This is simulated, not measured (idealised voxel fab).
The following is a process module called voxel spacer lines.
Cross-section cut spans 215 nm and uses square cells 5 nm in size.
Cross-section = grid of square cells, listed top down in bands; band = one or more rows. What a band's entry tells you: where the top is and where the bottom is, as heights in nm, and after that what lies inside, material by material from left to right, each with its width in nm. Empty space is written as the word "empty", and a single material marked with the word "throughout" occupies the band from edge to edge. Note: height 0 marks the level under which the wafer is uniformly one material as received. Lowest band unbounded below, written "0 down". Width spec "30->40" -> top row of cells at first value, bottom row at second value, equal per-row change in between. Step marked "same as before"? Then no cell in the cross-section changed in it. Basically, "Closed void inventory" tells you about the enclosed voids: empty spaces with no open way to the top, 8 cells or bigger, each written width x height at distance, where distance is from the left edge, all in nm. Past the settings on a step's line: simulator remark, on that step. When a step includes a mask, the "overlay nm" setting on its line states how far to the right of its planned place that mask lay, and negative values state how far to the left. Reading guide: pairs of cross-sections, before and after one process step; after view cut off at lowest changed band; step and settings listed under each pair. Pairs may stem from different runs of this module on the same starting wafer; continuity with the pair above only where the "Status before step" entry states it.
-- Status before step
* 0 down = Si throughout
* Closed void inventory: none
-- Sectional Result
* 10 to 0 = Al2O3 throughout
* Under the height 0 nothing was changed.
* Closed void inventory: none
Between the two cross-sections shown above, the process step is op CONFORMAL_DEP | material Al2O3 | thk nm 10
Status before step: per the after cross-section of the pair just above.
-- Sectional Result
* 25 to 10 = SiN throughout
* Under the height 10 nothing was changed.
* Closed void inventory: none
Between the two cross-sections shown above, the process step is op DIRECTIONAL_DEP | material SiN | thk nm 15
Status before step: per the after cross-section of the pair just above.
-- Sectional Result
* 55 to 25 = polySi throughout
* Under the height 25 nothing was changed.
* Closed void inventory: none
Between the two cross-sections shown above, the process step is op DIRECTIONAL_DEP | material polySi | thk nm 30
Status before step: per the after cross-section of the pair just above.
-- Sectional Result
* 90 to 55 = empty=65; resist=20; empty=40; resist=20; empty=70
* Under the height 55 nothing was changed.
* Closed void inventory: none
Between the two cross-sections shown above, the process step is op PATTERN | tone cover | mask id MANDREL | material resist | width nm 20 | pitch nm 60 | thk nm 35 | overlay nm 0
Status before step: per the after cross-section of the pair just above.
-- Sectional Result
* 90 to 55 = empty=65; resist=20; empty=40; resist=20; empty=70
* 55 to 25 = empty=65; polySi=20; empty=40; polySi=20; empty=70
* Under the height 25 nothing was changed.
* Closed void inventory: none
Between the two cross-sections shown above, the process step is op DIRECTIONAL_ETCH | etch materials polySi | depth nm 30
Status before step: per the after cross-section of the pair just above.
-- Sectional Result
* 55 to 25 = empty=65; polySi=20; empty=40; polySi=20; empty=70
* Under the height 25 nothing was changed.
* Closed void inventory: none
Between the two cross-sections shown above, the process step is op STRIP | etch materials resist
Status before step: per the after cross-section of the pair just above.
-- Sectional Result
* 65 to 55 = empty=55; SiO2=40; empty=20; SiO2=40; empty=60
* 55 to 35 = empty=55; SiO2=10; polySi=20; SiO2=10; empty=20; SiO2=10; polySi=20; SiO2=10; empty=60
* 35 to 25 = SiO2=65; polySi=20; SiO2=40; polySi=20; SiO2=70
* Under the height 25 nothing was changed.
* Closed void inventory: none
Between the two cross-sections shown above, the process step is op CONFORMAL_DEP | material SiO2 | thk nm 10
Status before step: per the after cross-section of the pair just above.
-- Sectional Result
* 55 to 25 = empty=55; SiO2=10; polySi=20; SiO2=10; empty=20; SiO2=10; polySi=20; SiO2=10; empty=60
* Under the height 25 nothing was changed.
* Closed void inventory: none
Between the two cross-sections shown above, the process step is op DIRECTIONAL_ETCH | etch materials SiO2 | depth nm 10
Status before step: per the after cross-section of the pair just above.
-- Sectional Result
* 55 to 25 = empty=55; SiO2=10; empty=20; SiO2=10; empty=20; SiO2=10; empty=20; SiO2=10; empty=60
* Under the height 25 nothing was changed.
* Closed void inventory: none
Between the two cross-sections shown above, the process step is op STRIP | etch materials polySi
Status before step: per the after cross-section of the pair just above.
-- Sectional Result
* 55 to 25 = empty=55; SiO2=10; empty=20; SiO2=10; empty=20; SiO2=10; empty=20; SiO2=10; empty=60
* 25 to 10 = empty=55; SiN=10; empty=20; SiN=10; empty=20; SiN=10; empty=20; SiN=10; empty=60
* Under the height 10 nothing was changed.
* Closed void inventory: none
Between the two cross-sections shown above, the process step is op DIRECTIONAL_ETCH | etch materials SiN | depth nm 15
Status before step: per the after cross-section of the pair just above.
-- Sectional Result
* 25 to 10 = empty=55; SiN=10; empty=20; SiN=10; empty=20; SiN=10; empty=20; SiN=10; empty=60
* Under the height 10 nothing was changed.
* Closed void inventory: none
Between the two cross-sections shown above, the process step is op STRIP | etch materials SiO2
-- Status before step
* 0 down = Si throughout
* Closed void inventory: none
-- Sectional Result
* 15 to 0 = SiN throughout
* Under the height 0 nothing was changed.
* Closed void inventory: none
Between the two cross-sections shown above, the process step is op DIRECTIONAL_DEP | material SiN | thk nm 15
Status before step: per the after cross-section of the pair just above.
-- Sectional Result
* 45 to 15 = polySi throughout
* Under the height 15 nothing was changed.
* Closed void inventory: none
Between the two cross-sections shown above, the process step is op DIRECTIONAL_DEP | material polySi | thk nm 30
Status before step: per the after cross-section of the pair just above.
-- Sectional Result
* 80 to 45 = empty=65; resist=20; empty=40; resist=20; empty=70
* Under the height 45 nothing was changed.
* Closed void inventory: none
Between the two cross-sections shown above, the process step is op PATTERN | tone cover | mask id MANDREL | material resist | width nm 20 | pitch nm 60 | thk nm 35 | overlay nm 0
Status before step: per the after cross-section of the pair just above.
-- Sectional Result
* 80 to 45 = empty=65; resist=20; empty=40; resist=20; empty=70
* 45 to 15 = empty=65; polySi=20; empty=40; polySi=20; empty=70
* Under the height 15 nothing was changed.
* Closed void inventory: none
Between the two cross-sections shown above, the process step is op DIRECTIONAL_ETCH | etch materials polySi | depth nm 30
Status before step: per the after cross-section of the pair just above.
-- Sectional Result
* 45 to 15 = empty=65; polySi=20; empty=40; polySi=20; empty=70
* Under the height 15 nothing was changed.
* Closed void inventory: none
Between the two cross-sections shown above, the process step is op STRIP | etch materials resist
Status before step: per the after cross-section of the pair just above.
-- Sectional Result
* 55 to 45 = empty=55; SiO2=40; empty=20; SiO2=40; empty=60
* 45 to 25 = empty=55; SiO2=10; polySi=20; SiO2=10; empty=20; SiO2=10; polySi=20; SiO2=10; empty=60
* 25 to 15 = SiO2=65; polySi=20; SiO2=40; polySi=20; SiO2=70
* Under the height 15 nothing was changed.
* Closed void inventory: none
Between the two cross-sections shown above, the process step is op CONFORMAL_DEP | material SiO2 | thk nm 10
Status before step: per the after cross-section of the pair just above.
-- Sectional Result
* 45 to 15 = empty=55; SiO2=10; polySi=20; SiO2=10; empty=20; SiO2=10; polySi=20; SiO2=10; empty=60
* Under the height 15 nothing was changed.
* Closed void inventory: none
Between the two cross-sections shown above, the process step is op DIRECTIONAL_ETCH | etch materials SiO2 | depth nm 10
Status before step: per the after cross-section of the pair just above.
-- Sectional Result
* 45 to 15 = empty=55; SiO2=10; empty=20; SiO2=10; empty=20; SiO2=10; empty=20; SiO2=10; empty=60
* Under the height 15 nothing was changed.
* Closed void inventory: none
Between the two cross-sections shown above, the process step is op STRIP | etch materials polySi
Status before step: per the after cross-section of the pair just above.
-- Sectional Result
* 45 to 15 = empty=55; SiO2=10; empty=20; SiO2=10; empty=20; SiO2=10; empty=20; SiO2=10; empty=60
* 15 to 0 = empty=55; SiN=10; empty=20; SiN=10; empty=20; SiN=10; empty=20; SiN=10; empty=60
* Under the height 0 nothing was changed.
* Closed void inventory: none
Between the two cross-sections shown above, the process step is op DIRECTIONAL_ETCH | etch materials SiN | depth nm 15
Status before step: per the after cross-section of the pair just above.
-- Sectional Result
* 15 to 0 = empty=55; SiN=10; empty=20; SiN=10; empty=20; SiN=10; empty=20; SiN=10; empty=60
* Under the height 0 nothing was changed.
* Closed void inventory: none
Between the two cross-sections shown above, the process step is op STRIP | etch materials SiO2
-- Status before step
* 25 to 10 = SiN throughout
* 10 to 0 = Al2O3 throughout
* 0 down = Si throughout
* Closed void inventory: none
-- Sectional Result
* 40 to 10 = SiN throughout
* Under the height 10 nothing was changed.
* Closed void inventory: none
Between the two cross-sections shown above, the process step is op DIRECTIONAL_DEP | material SiN | thk nm 15
Status before step: per the after cross-section of the pair just above.
-- Sectional Result
* 70 to 40 = polySi throughout
* Under the height 40 nothing was changed.
* Closed void inventory: none
Between the two cross-sections shown above, the process step is op DIRECTIONAL_DEP | material polySi | thk nm 30
Status before step: per the after cross-section of the pair just above.
-- Sectional Result
* 105 to 70 = empty=65; resist=20; empty=40; resist=20; empty=70
* Under the height 70 nothing was changed.
* Closed void inventory: none
Between the two cross-sections shown above, the process step is op PATTERN | tone cover | mask id MANDREL | material resist | width nm 20 | pitch nm 60 | thk nm 35 | overlay nm 0
Status before step: per the after cross-section of the pair just above.
-- Sectional Result
* 105 to 70 = empty=65; resist=20; empty=40; resist=20; empty=70
* 70 to 40 = empty=65; polySi=20; empty=40; polySi=20; empty=70
* Under the height 40 nothing was changed.
* Closed void inventory: none
Between the two cross-sections shown above, the process step is op DIRECTIONAL_ETCH | etch materials polySi | depth nm 30
Status before step: per the after cross-section of the pair just above.
-- Sectional Result
* 70 to 40 = empty=65; polySi=20; empty=40; polySi=20; empty=70
* Under the height 40 nothing was changed.
* Closed void inventory: none
Between the two cross-sections shown above, the process step is op STRIP | etch materials resist
Status before step: per the after cross-section of the pair just above.
-- Sectional Result
* 80 to 70 = empty=55; SiO2=40; empty=20; SiO2=40; empty=60
* 70 to 50 = empty=55; SiO2=10; polySi=20; SiO2=10; empty=20; SiO2=10; polySi=20; SiO2=10; empty=60
* 50 to 40 = SiO2=65; polySi=20; SiO2=40; polySi=20; SiO2=70
* Under the height 40 nothing was changed.
* Closed void inventory: none
Between the two cross-sections shown above, the process step is op CONFORMAL_DEP | material SiO2 | thk nm 10
Status before step: per the after cross-section of the pair just above.
-- Sectional Result
* 70 to 40 = empty=55; SiO2=10; polySi=20; SiO2=10; empty=20; SiO2=10; polySi=20; SiO2=10; empty=60
* Under the height 40 nothing was changed.
* Closed void inventory: none
Between the two cross-sections shown above, the process step is op DIRECTIONAL_ETCH | etch materials SiO2 | depth nm 10
Status before step: per the after cross-section of the pair just above.
-- Sectional Result
* 70 to 40 = empty=55; SiO2=10; empty=20; SiO2=10; empty=20; SiO2=10; empty=20; SiO2=10; empty=60
* Under the height 40 nothing was changed.
* Closed void inventory: none
Between the two cross-sections shown above, the process step is op STRIP | etch materials polySi
Status before step: per the after cross-section of the pair just above.
-- Sectional Result
* 70 to 40 = empty=55; SiO2=10; empty=20; SiO2=10; empty=20; SiO2=10; empty=20; SiO2=10; empty=60
* 40 to 25 = empty=55; SiN=10; empty=20; SiN=10; empty=20; SiN=10; empty=20; SiN=10; empty=60
* Under the height 25 nothing was changed.
* Closed void inventory: none
Between the two cross-sections shown above, the process step is op DIRECTIONAL_ETCH | etch materials SiN | depth nm 15
Status before step: per the after cross-section of the pair just above.
-- Sectional Result
* 40 to 25 = empty=55; SiN=10; empty=20; SiN=10; empty=20; SiN=10; empty=20; SiN=10; empty=60
* Under the height 25 nothing was changed.
* Closed void inventory: none
Between the two cross-sections shown above, the process step is op STRIP | etch materials SiO2
-- Status before step
* 15 to 0 = SiN throughout
* 0 down = Si throughout
* Closed void inventory: none
-- Sectional Result
* 25 to 15 = Al2O3 throughout
* Under the height 15 nothing was changed.
* Closed void inventory: none
Between the two cross-sections shown above, the process step is op CONFORMAL_DEP | material Al2O3 | thk nm 10
Status before step: per the after cross-section of the pair just above.
-- Sectional Result
* 55 to 25 = polySi throughout
* Under the height 25 nothing was changed.
* Closed void inventory: none
Between the two cross-sections shown above, the process step is op DIRECTIONAL_DEP | material polySi | thk nm 30
Status before step: per the after cross-section of the pair just above.
-- Sectional Result
* 90 to 55 = empty=65; resist=20; empty=40; resist=20; empty=70
* Under the height 55 nothing was changed.
* Closed void inventory: none
Between the two cross-sections shown above, the process step is op PATTERN | tone cover | mask id MANDREL | material resist | width nm 20 | pitch nm 60 | thk nm 35 | overlay nm 0
Status before step: per the after cross-section of the pair just above.
-- Sectional Result
* 90 to 55 = empty=65; resist=20; empty=40; resist=20; empty=70
* 55 to 25 = empty=65; polySi=20; empty=40; polySi=20; empty=70
* Under the height 25 nothing was changed.
* Closed void inventory: none
Between the two cross-sections shown above, the process step is op DIRECTIONAL_ETCH | etch materials polySi | depth nm 30
Status before step: per the after cross-section of the pair just above.
-- Sectional Result
* 55 to 25 = empty=65; polySi=20; empty=40; polySi=20; empty=70
* Under the height 25 nothing was changed.
* Closed void inventory: none
Between the two cross-sections shown above, the process step is op STRIP | etch materials resist
Status before step: per the after cross-section of the pair just above.
-- Sectional Result
* 65 to 55 = empty=55; SiO2=40; empty=20; SiO2=40; empty=60
* 55 to 35 = empty=55; SiO2=10; polySi=20; SiO2=10; empty=20; SiO2=10; polySi=20; SiO2=10; empty=60
* 35 to 25 = SiO2=65; polySi=20; SiO2=40; polySi=20; SiO2=70
* Under the height 25 nothing was changed.
* Closed void inventory: none
Between the two cross-sections shown above, the process step is op CONFORMAL_DEP | material SiO2 | thk nm 10
Status before step: per the after cross-section of the pair just above.
-- Sectional Result
* 55 to 25 = empty=55; SiO2=10; polySi=20; SiO2=10; empty=20; SiO2=10; polySi=20; SiO2=10; empty=60
* Under the height 25 nothing was changed.
* Closed void inventory: none
Between the two cross-sections shown above, the process step is op DIRECTIONAL_ETCH | etch materials SiO2 | depth nm 10
Status before step: per the after cross-section of the pair just above.
-- Sectional Result
* 55 to 25 = empty=55; SiO2=10; empty=20; SiO2=10; empty=20; SiO2=10; empty=20; SiO2=10; empty=60
* Under the height 25 nothing was changed.
* Closed void inventory: none
Between the two cross-sections shown above, the process step is op STRIP | etch materials polySi
Status before step: per the after cross-section of the pair just above.
-- Sectional Result
* 25 to 15 = Al2O3 throughout
* Under the height 15 nothing was changed.
* Closed void inventory: none
Between the two cross-sections shown above, the process step is op STRIP | etch materials SiO2
-- Status before step
* 10 to 0 = Al2O3 throughout
* 0 down = Si throughout
* Closed void inventory: none
-- Sectional Result
* 15 to 10 = SiN throughout
* Under the height 10 nothing was changed.
* Closed void inventory: none
Between the two cross-sections shown above, the process step is op DIRECTIONAL_DEP | material SiN | thk nm 5
Status before step: per the after cross-section of the pair just above.
-- Sectional Result
* 45 to 15 = polySi throughout
* Under the height 15 nothing was changed.
* Closed void inventory: none
Between the two cross-sections shown above, the process step is op DIRECTIONAL_DEP | material polySi | thk nm 30
Status before step: per the after cross-section of the pair just above.
-- Sectional Result
* 80 to 45 = empty=65; resist=20; empty=40; resist=20; empty=70
* Under the height 45 nothing was changed.
* Closed void inventory: none
Between the two cross-sections shown above, the process step is op PATTERN | tone cover | mask id MANDREL | material resist | width nm 20 | pitch nm 60 | thk nm 35 | overlay nm 0
Status before step: per the after cross-section of the pair just above.
-- Sectional Result
* 80 to 45 = empty=65; resist=20; empty=40; resist=20; empty=70
* 45 to 15 = empty=65; polySi=20; empty=40; polySi=20; empty=70
* Under the height 15 nothing was changed.
* Closed void inventory: none
Between the two cross-sections shown above, the process step is op DIRECTIONAL_ETCH | etch materials polySi | depth nm 30
Status before step: per the after cross-section of the pair just above.
-- Sectional Result
* 45 to 15 = empty=65; polySi=20; empty=40; polySi=20; empty=70
* Under the height 15 nothing was changed.
* Closed void inventory: none
Between the two cross-sections shown above, the process step is op STRIP | etch materials resist
Status before step: per the after cross-section of the pair just above.
-- Sectional Result
* 55 to 45 = empty=55; SiO2=40; empty=20; SiO2=40; empty=60
* 45 to 25 = empty=55; SiO2=10; polySi=20; SiO2=10; empty=20; SiO2=10; polySi=20; SiO2=10; empty=60
* 25 to 15 = SiO2=65; polySi=20; SiO2=40; polySi=20; SiO2=70
* Under the height 15 nothing was changed.
* Closed void inventory: none
Between the two cross-sections shown above, the process step is op CONFORMAL_DEP | material SiO2 | thk nm 10
Status before step: per the after cross-section of the pair just above.
-- Sectional Result
* 45 to 15 = empty=55; SiO2=10; polySi=20; SiO2=10; empty=20; SiO2=10; polySi=20; SiO2=10; empty=60
* Under the height 15 nothing was changed.
* Closed void inventory: none
Between the two cross-sections shown above, the process step is op DIRECTIONAL_ETCH | etch materials SiO2 | depth nm 10
Status before step: per the after cross-section of the pair just above.
-- Sectional Result
* 45 to 15 = empty=55; SiO2=10; empty=20; SiO2=10; empty=20; SiO2=10; empty=20; SiO2=10; empty=60
* Under the height 15 nothing was changed.
* Closed void inventory: none
Between the two cross-sections shown above, the process step is op STRIP | etch materials polySi
Status before step: per the after cross-section of the pair just above.
-- Sectional Result
* 45 to 15 = empty=55; SiO2=10; empty=20; SiO2=10; empty=20; SiO2=10; empty=20; SiO2=10; empty=60
* 15 to 10 = empty=55; SiN=10; empty=20; SiN=10; empty=20; SiN=10; empty=20; SiN=10; empty=60
* Under the height 10 nothing was changed.
* Closed void inventory: none
Between the two cross-sections shown above, the process step is op DIRECTIONAL_ETCH | etch materials SiN | depth nm 15
Status before step: per the after cross-section of the pair just above.
-- Sectional Result
* 15 to 10 = empty=55; SiN=10; empty=20; SiN=10; empty=20; SiN=10; empty=20; SiN=10; empty=60
* Under the height 10 nothing was changed.
* Closed void inventory: none
Between the two cross-sections shown above, the process step is op STRIP | etch materials SiO2
-- Status before step
* 55 to 25 = polySi throughout
* 25 to 10 = SiN throughout
* 10 to 0 = Al2O3 throughout
* 0 down = Si throughout
* Closed void inventory: none
-- Sectional Result
* 90 to 55 = empty=65; resist=25; empty=35; resist=25; empty=65
* Under the height 55 nothing was changed.
* Closed void inventory: none
Between the two cross-sections shown above, the process step is op PATTERN | tone cover | mask id MANDREL | material resist | width nm 25 | pitch nm 60 | thk nm 35 | overlay nm 0
Status before step: per the after cross-section of the pair just above.
-- Sectional Result
* 90 to 55 = empty=65; resist=25; empty=35; resist=25; empty=65
* 55 to 25 = empty=65; polySi=25; empty=35; polySi=25; empty=65
* Under the height 25 nothing was changed.
* Closed void inventory: none
Between the two cross-sections shown above, the process step is op DIRECTIONAL_ETCH | etch materials polySi | depth nm 30
Status before step: per the after cross-section of the pair just above.
-- Sectional Result
* 55 to 25 = empty=65; polySi=25; empty=35; polySi=25; empty=65
* Under the height 25 nothing was changed.
* Closed void inventory: none
Between the two cross-sections shown above, the process step is op STRIP | etch materials resist
Status before step: per the after cross-section of the pair just above.
-- Sectional Result
* 65 to 55 = empty=55; SiO2=45; empty=15; SiO2=45; empty=55
* 55 to 35 = empty=55; SiO2=10; polySi=25; SiO2=10; empty=15; SiO2=10; polySi=25; SiO2=10; empty=55
* 35 to 25 = SiO2=65; polySi=25; SiO2=35; polySi=25; SiO2=65
* Under the height 25 nothing was changed.
* Closed void inventory: none
Between the two cross-sections shown above, the process step is op CONFORMAL_DEP | material SiO2 | thk nm 10
Status before step: per the after cross-section of the pair just above.
-- Sectional Result
* 55 to 25 = empty=55; SiO2=10; polySi=25; SiO2=10; empty=15; SiO2=10; polySi=25; SiO2=10; empty=55
* Under the height 25 nothing was changed.
* Closed void inventory: none
Between the two cross-sections shown above, the process step is op DIRECTIONAL_ETCH | etch materials SiO2 | depth nm 10
Status before step: per the after cross-section of the pair just above.
-- Sectional Result
* 55 to 25 = empty=55; SiO2=10; empty=25; SiO2=10; empty=15; SiO2=10; empty=25; SiO2=10; empty=55
* Under the height 25 nothing was changed.
* Closed void inventory: none
Between the two cross-sections shown above, the process step is op STRIP | etch materials polySi
Status before step: per the after cross-section of the pair just above.
-- Sectional Result
* 55 to 25 = empty=55; SiO2=10; empty=25; SiO2=10; empty=15; SiO2=10; empty=25; SiO2=10; empty=55
* 25 to 10 = empty=55; SiN=10; empty=25; SiN=10; empty=15; SiN=10; empty=25; SiN=10; empty=55
* Under the height 10 nothing was changed.
* Closed void inventory: none
Between the two cross-sections shown above, the process step is op DIRECTIONAL_ETCH | etch materials SiN | depth nm 15
Status before step: per the after cross-section of the pair just above.
-- Sectional Result
* 25 to 10 = empty=55; SiN=10; empty=25; SiN=10; empty=15; SiN=10; empty=25; SiN=10; empty=55
* Under the height 10 nothing was changed.
* Closed void inventory: none
Between the two cross-sections shown above, the process step is op STRIP | etch materials SiO2
-- Status before step
* 55 to 25 = polySi throughout
* 25 to 10 = SiN throughout
* 10 to 0 = Al2O3 throughout
* 0 down = Si throughout
* Closed void inventory: none
-- Sectional Result
* 90 to 55 = empty=60; resist=20; empty=40; resist=20; empty=75
* Under the height 55 nothing was changed.
* Closed void inventory: none
Between the two cross-sections shown above, the process step is op PATTERN | tone cover | mask id MANDREL | material resist | width nm 20 | pitch nm 60 | thk nm 35 | overlay nm -5
Status before step: per the after cross-section of the pair just above.
-- Sectional Result
* 90 to 55 = empty=60; resist=20; empty=40; resist=20; empty=75
* 55 to 25 = empty=60; polySi=20; empty=40; polySi=20; empty=75
* Under the height 25 nothing was changed.
* Closed void inventory: none
Between the two cross-sections shown above, the process step is op DIRECTIONAL_ETCH | etch materials polySi | depth nm 30
Status before step: per the after cross-section of the pair just above.
-- Sectional Result
* 55 to 25 = empty=60; polySi=20; empty=40; polySi=20; empty=75
* Under the height 25 nothing was changed.
* Closed void inventory: none
Between the two cross-sections shown above, the process step is op STRIP | etch materials resist
Status before step: per the after cross-section of the pair just above.
-- Sectional Result
* 65 to 55 = empty=50; SiO2=40; empty=20; SiO2=40; empty=65
* 55 to 35 = empty=50; SiO2=10; polySi=20; SiO2=10; empty=20; SiO2=10; polySi=20; SiO2=10; empty=65
* 35 to 25 = SiO2=60; polySi=20; SiO2=40; polySi=20; SiO2=75
* Under the height 25 nothing was changed.
* Closed void inventory: none
Between the two cross-sections shown above, the process step is op CONFORMAL_DEP | material SiO2 | thk nm 10
Status before step: per the after cross-section of the pair just above.
-- Sectional Result
* 55 to 25 = empty=50; SiO2=10; polySi=20; SiO2=10; empty=20; SiO2=10; polySi=20; SiO2=10; empty=65
* Under the height 25 nothing was changed.
* Closed void inventory: none
Between the two cross-sections shown above, the process step is op DIRECTIONAL_ETCH | etch materials SiO2 | depth nm 10
Status before step: per the after cross-section of the pair just above.
-- Sectional Result
* 55 to 25 = empty=50; SiO2=10; empty=20; SiO2=10; empty=20; SiO2=10; empty=20; SiO2=10; empty=65
* Under the height 25 nothing was changed.
* Closed void inventory: none
Between the two cross-sections shown above, the process step is op STRIP | etch materials polySi
Status before step: per the after cross-section of the pair just above.
-- Sectional Result
* 55 to 25 = empty=50; SiO2=10; empty=20; SiO2=10; empty=20; SiO2=10; empty=20; SiO2=10; empty=65
* 25 to 10 = empty=50; SiN=10; empty=20; SiN=10; empty=20; SiN=10; empty=20; SiN=10; empty=65
* Under the height 10 nothing was changed.
* Closed void inventory: none
Between the two cross-sections shown above, the process step is op DIRECTIONAL_ETCH | etch materials SiN | depth nm 15
Status before step: per the after cross-section of the pair just above.
-- Sectional Result
* 25 to 10 = empty=50; SiN=10; empty=20; SiN=10; empty=20; SiN=10; empty=20; SiN=10; empty=65
* Under the height 10 nothing was changed.
* Closed void inventory: none
Between the two cross-sections shown above, the process step is op STRIP | etch materials SiO2
-- Status before step
* 0 down = Si throughout
* Closed void inventory: none
-- Sectional Result
* 10 to 0 = polySi throughout
* Under the height 0 nothing was changed.
* Closed void inventory: none
Between the two cross-sections shown above, the process step is op CONFORMAL_DEP | material polySi | thk nm 10
Status before step: per the after cross-section of the pair just above.
-- Sectional Result
* 25 to 10 = SiN throughout
* Under the height 10 nothing was changed.
* Closed void inventory: none
Between the two cross-sections shown above, the process step is op DIRECTIONAL_DEP | material SiN | thk nm 15
Status before step: per the after cross-section of the pair just above.
-- Sectional Result
* 55 to 25 = polySi throughout
* Under the height 25 nothing was changed.
* Closed void inventory: none
Between the two cross-sections shown above, the process step is op DIRECTIONAL_DEP | material polySi | thk nm 30
Status before step: per the after cross-section of the pair just above.
-- Sectional Result
* 90 to 55 = empty=65; resist=20; empty=40; resist=20; empty=70
* Under the height 55 nothing was changed.
* Closed void inventory: none
Between the two cross-sections shown above, the process step is op PATTERN | tone cover | mask id MANDREL | material resist | width nm 20 | pitch nm 60 | thk nm 35 | overlay nm 0
Status before step: per the after cross-section of the pair just above.
-- Sectional Result
* 90 to 55 = empty=65; resist=20; empty=40; resist=20; empty=70
* 55 to 25 = empty=65; polySi=20; empty=40; polySi=20; empty=70
* Under the height 25 nothing was changed.
* Closed void inventory: none
Between the two cross-sections shown above, the process step is op DIRECTIONAL_ETCH | etch materials polySi | depth nm 30
Status before step: per the after cross-section of the pair just above.
-- Sectional Result
* 55 to 25 = empty=65; polySi=20; empty=40; polySi=20; empty=70
* Under the height 25 nothing was changed.
* Closed void inventory: none
Between the two cross-sections shown above, the process step is op STRIP | etch materials resist
Status before step: per the after cross-section of the pair just above.
-- Sectional Result
* 65 to 55 = empty=55; SiO2=40; empty=20; SiO2=40; empty=60
* 55 to 35 = empty=55; SiO2=10; polySi=20; SiO2=10; empty=20; SiO2=10; polySi=20; SiO2=10; empty=60
* 35 to 25 = SiO2=65; polySi=20; SiO2=40; polySi=20; SiO2=70
* Under the height 25 nothing was changed.
* Closed void inventory: none
Between the two cross-sections shown above, the process step is op CONFORMAL_DEP | material SiO2 | thk nm 10
Status before step: per the after cross-section of the pair just above.
-- Sectional Result
* 55 to 25 = empty=55; SiO2=10; polySi=20; SiO2=10; empty=20; SiO2=10; polySi=20; SiO2=10; empty=60
* Under the height 25 nothing was changed.
* Closed void inventory: none
Between the two cross-sections shown above, the process step is op DIRECTIONAL_ETCH | etch materials SiO2 | depth nm 10
Status before step: per the after cross-section of the pair just above.
-- Sectional Result
* 55 to 25 = empty=55; SiO2=10; empty=20; SiO2=10; empty=20; SiO2=10; empty=20; SiO2=10; empty=60
* Under the height 25 nothing was changed.
* Closed void inventory: none
Between the two cross-sections shown above, the process step is op STRIP | etch materials polySi
Status before step: per the after cross-section of the pair just above.
-- Sectional Result
* 55 to 25 = empty=55; SiO2=10; empty=20; SiO2=10; empty=20; SiO2=10; empty=20; SiO2=10; empty=60
* 25 to 10 = empty=55; SiN=10; empty=20; SiN=10; empty=20; SiN=10; empty=20; SiN=10; empty=60
* Under the height 10 nothing was changed.
* Closed void inventory: none
Between the two cross-sections shown above, the process step is op DIRECTIONAL_ETCH | etch materials SiN | depth nm 15
Status before step: per the after cross-section of the pair just above.
-- Sectional Result
* 25 to 10 = empty=55; SiN=10; empty=20; SiN=10; empty=20; SiN=10; empty=20; SiN=10; empty=60
* Under the height 10 nothing was changed.
* Closed void inventory: none
Between the two cross-sections shown above, the process step is op STRIP | etch materials SiO2
-- Status before step
* 55 to 25 = polySi throughout
* 25 to 10 = SiN throughout
* 10 to 0 = Al2O3 throughout
* 0 down = Si throughout
* Closed void inventory: none
-- Sectional Result
* 90 to 55 = resist=65; empty=20; resist=40; empty=20; resist=70
* Under the height 55 nothing was changed.
* Closed void inventory: none
Between the two cross-sections shown above, the process step is op PATTERN | tone open | mask id MANDREL | material resist | width nm 20 | pitch nm 60 | thk nm 35 | overlay nm 0
Status before step: per the after cross-section of the pair just above.
-- Sectional Result
* 90 to 55 = resist=65; empty=20; resist=40; empty=20; resist=70
* 55 to 25 = polySi=65; empty=20; polySi=40; empty=20; polySi=70
* Under the height 25 nothing was changed.
* Closed void inventory: none
Between the two cross-sections shown above, the process step is op DIRECTIONAL_ETCH | etch materials polySi | depth nm 30
Status before step: per the after cross-section of the pair just above.
-- Sectional Result
* 55 to 25 = polySi=65; empty=20; polySi=40; empty=20; polySi=70
* Under the height 25 nothing was changed.
* Closed void inventory: none
Between the two cross-sections shown above, the process step is op STRIP | etch materials resist
Status before step: per the after cross-section of the pair just above.
-- Sectional Result
* 65 to 55 = SiO2 throughout
* 55 to 25 = polySi=65; SiO2=20; polySi=40; SiO2=20; polySi=70
* Under the height 25 nothing was changed.
* Closed void inventory: none
Between the two cross-sections shown above, the process step is op CONFORMAL_DEP | material SiO2 | thk nm 10
Status before step: per the after cross-section of the pair just above.
-- Sectional Result
* 55 to 25 = polySi=65; SiO2=20; polySi=40; SiO2=20; polySi=70
* Under the height 25 nothing was changed.
* Closed void inventory: none
Between the two cross-sections shown above, the process step is op DIRECTIONAL_ETCH | etch materials SiO2 | depth nm 10
Status before step: per the after cross-section of the pair just above.
-- Sectional Result
* 55 to 25 = empty=65; SiO2=20; empty=40; SiO2=20; empty=70
* Under the height 25 nothing was changed.
* Closed void inventory: none
Between the two cross-sections shown above, the process step is op STRIP | etch materials polySi
Status before step: per the after cross-section of the pair just above.
-- Sectional Result
* 55 to 25 = empty=65; SiO2=20; empty=40; SiO2=20; empty=70
* 25 to 10 = empty=65; SiN=20; empty=40; SiN=20; empty=70
* Under the height 10 nothing was changed.
* Closed void inventory: none
Between the two cross-sections shown above, the process step is op DIRECTIONAL_ETCH | etch materials SiN | depth nm 15
Status before step: per the after cross-section of the pair just above.
-- Sectional Result
* 25 to 10 = empty=65; SiN=20; empty=40; SiN=20; empty=70
* Under the height 10 nothing was changed.
* Closed void inventory: none
Between the two cross-sections shown above, the process step is op STRIP | etch materials SiO2
